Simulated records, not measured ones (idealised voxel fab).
The name of this process module is voxel fin reveal.
The width of the displayed cross-section, cut, is 155 nm; its cells are square, with a size of 5 nm.
A cross-section is written here as square cells arranged in a grid, and it is given in bands from the top down, each band taking up one or more rows of cells. A band entry consists of two parts. The first gives the height of the band's top and the height of its bottom, in nm. The rest lists the band's materials from left to right, each with its width in nm. A single material labelled with the word "full width" fills the band from edge to edge, and the word "air" marks empty space. Measure heights from 0. That's the level where, below it, the as-received wafer is all one material. The lowest band is bottomless and extends downward; write it as in "0 nm and below". So if you see something like "30 to 40" for the width, read it as the top row of the band sitting at the first number and the bottom row at the second, with every row in between moving by the same amount as the last. "no modification" means the step left every cell of the cross-section as it was. "Enclosed cavities": sealed empty spaces, 8 cells or more, no open way to top, listed width x height at distance, with distance from the left edge and width, height and distance in nm. Heads up: the bit after the settings on a step's line is the simulator's remark on that step. The setting "overlay nm" may be written on the line of a step. When the step uses a mask, the value reports how far to the right of the planned place the mask lay, and a negative value reports that it lay to the left.

-- Process steps foreseen in the plan
1: op RECEIVE | material Si
2: op CONFORMAL_DEP | material SiN | thk nm 5
3: op MASKED_ETCH | tone cover | mask id FINS | width nm 15 | pitch nm 40 | etch materials SiN | depth nm 5 | overlay nm -15
4: op MASKED_ETCH | tone cover | mask id FINS | width nm 15 | pitch nm 40 | etch materials Si | depth nm 35 | overlay nm 0
5: op OXIDIZE | depth nm 5
6: op FILL_DEP | material SiO2 | thk nm 10
7: op CMP | height nm 5
8: op SELECTIVE_ETCH | etch materials SiO2 | depth nm 30
9: op STRIP | etch materials SiN
The wafers in this document start out alike and differ in the overlay nm applied at step 3; the plan shows the value used for the first wafer.

-- First wafer of several, as received: cross-section after step 1
  0 nm and below: Si full width
  Enclosed cavities: none

-- Basically each wafer gets a line in the table, showing it at the end of the module: material by material, the cells it gained (+) or lost (-) since we got it, then its closed voids
overlay nm -15 | -161 Si | +57 SiO2 | Enclosed cavities: none
overlay nm -10 | -182 Si | +66 SiO2 | Enclosed cavities: none
overlay nm -5 | -203 Si | +75 SiO2 | Enclosed cavities: none
overlay nm 0 | -224 Si | +84 SiO2 | Enclosed cavities: none
overlay nm 5 | -203 Si | +75 SiO2 | Enclosed cavities: none
overlay nm 10 | -182 Si | +66 SiO2 | Enclosed cavities: none
overlay nm 15 | -161 Si | +57 SiO2 | Enclosed cavities: none
